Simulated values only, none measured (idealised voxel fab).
The process module presented herein is designated voxel wiring stack.
This is section cut - it's 230 nm across, gridded in 5 nm square cells.
Cross-section format: a grid of square cells, given as bands from top to bottom; each band is one or more rows of cells.
Heads up on the band format: heights come first, top then bottom, in nm. After that it's the materials left to right, each with its width in nm. A single material flagged "edge to edge" fills the whole band edge to edge, and "empty" means there's empty space there.
We count height from 0. Below that, the starting wafer is all one material. The lowest band never ends at the bottom but goes on down; see "z 0 and below" for how that is written.
Width "30->40": first value at the band's top row of cells, second value at its bottom row, equal change from row to row.
For the purposes of this document, the phrase "nothing different" attached to a step denotes that no cell within the cross-section was modified by that step.
"Enclosed void catalog" specifies each empty space that is not open to the top and that occupies no fewer than 8 cells, using the form width x height at distance, the distance measured from the left edge and all three quantities in nm.
Formally, on a step line, whatever follows the settings is a remark that the simulator itself makes on the step.
overlay nm, on a step with a mask: how far to the right of its planned place the mask lay; to the left if negative

# These are the steps we planned for the process
1,RECEIVE [material Si]
2,CONFORMAL_DEP [material SiO2] [thk nm 10]
3,DIRECTIONAL_DEP [material TiN] [thk nm 5]
4,DIRECTIONAL_DEP [material Ru] [thk nm 25]
5,MASKED_ETCH [tone cover] [mask id METAL_1] [width nm 25] [pitch nm 40] [etch materials Ru] [depth nm 25] [overlay nm 0]
6,MASKED_ETCH [tone cover] [mask id METAL_1] [width nm 25] [pitch nm 40] [etch materials TiN] [depth nm 5] [overlay nm 0]
7,CONFORMAL_DEP [material SiN] [thk nm 5]
8,FILL_DEP [material lowk] [thk nm 10]
9,CMP [height nm 40]
10,CONFORMAL_DEP [material SiCN] [thk nm 5]
11,DIRECTIONAL_DEP [material SiO2] [thk nm 15]
12,DIRECTIONAL_DEP [material aC] [thk nm 15]
13,PATTERN [tone open] [mask id PLUG_1] [material resist] [width nm 15] [pitch nm 80] [thk nm 35] [overlay nm 0]
14,DIRECTIONAL_ETCH [etch materials aC] [depth nm 15]
15,STRIP [etch materials resist]
16,DIRECTIONAL_ETCH [etch materials SiO2] [depth nm 15]
17,DIRECTIONAL_ETCH [etch materials SiCN] [depth nm 5]
18,STRIP [etch materials aC]
19,CONFORMAL_DEP [material TiN] [thk nm 5]
20,FILL_DEP [material Ru] [thk nm 5]
21,CMP [height nm 60]
22,DIRECTIONAL_DEP [material TiN] [thk nm 5]
23,DIRECTIONAL_DEP [material Ru] [thk nm 20]
24,MASKED_ETCH [tone cover] [mask id METAL_2] [width nm 25] [pitch nm 40] [etch materials Ru] [depth nm 20] [overlay nm 0]
25,MASKED_ETCH [tone cover] [mask id METAL_2] [width nm 25] [pitch nm 40] [etch materials TiN] [depth nm 5] [overlay nm 0]
26,CONFORMAL_DEP [material SiN] [thk nm 5]
27,FILL_DEP [material lowk] [thk nm 10]
28,CMP [height nm 85]
29,CONFORMAL_DEP [material SiCN] [thk nm 5]

# Received-state cross-section, reflecting completion of step 1
- z 0 and below = Si edge to edge
- Enclosed void catalog: none

# Wafer at module end, in section. Began as above, planned as above, run with one mistake
- z 90 to 85 = SiCN edge to edge
- z 85 to 65 = 35 nm lowk | 5 nm SiN | 25 nm Ru | 5 nm SiN | 5 nm lowk | 5 nm SiN | 25 nm Ru | 5 nm SiN | 5 nm lowk | 5 nm SiN | 25 nm Ru | 5 nm SiN | 5 nm lowk | 5 nm SiN | 25 nm Ru | 5 nm SiN | 40 nm lowk
- z 65 to 60 = 40 nm SiN | 25 nm TiN | 15 nm SiN | 25 nm TiN | 15 nm SiN | 25 nm TiN | 15 nm SiN | 25 nm TiN | 45 nm SiN
- z 60 to 45 = 40 nm SiO2 | 5 nm TiN | 5 nm Ru | 5 nm TiN | 65 nm SiO2 | 5 nm TiN | 5 nm Ru | 5 nm TiN | 95 nm SiO2
- z 45 to 40 = 40 nm SiCN | 15 nm TiN | 65 nm SiCN | 15 nm TiN | 95 nm SiCN
- z 40 to 35 = 40 nm SiN | 25 nm TiN | 15 nm SiN | 25 nm TiN | 15 nm SiN | 25 nm TiN | 15 nm SiN | 25 nm TiN | 45 nm SiN
- z 35 to 10 = Ru edge to edge
- z 10 to 0 = SiO2 edge to edge
- z 0 and below = Si edge to edge
- Enclosed void catalog: none
What was the processing mistake? contrary to the plan, steps 3 and 4 were processed in exchanged order
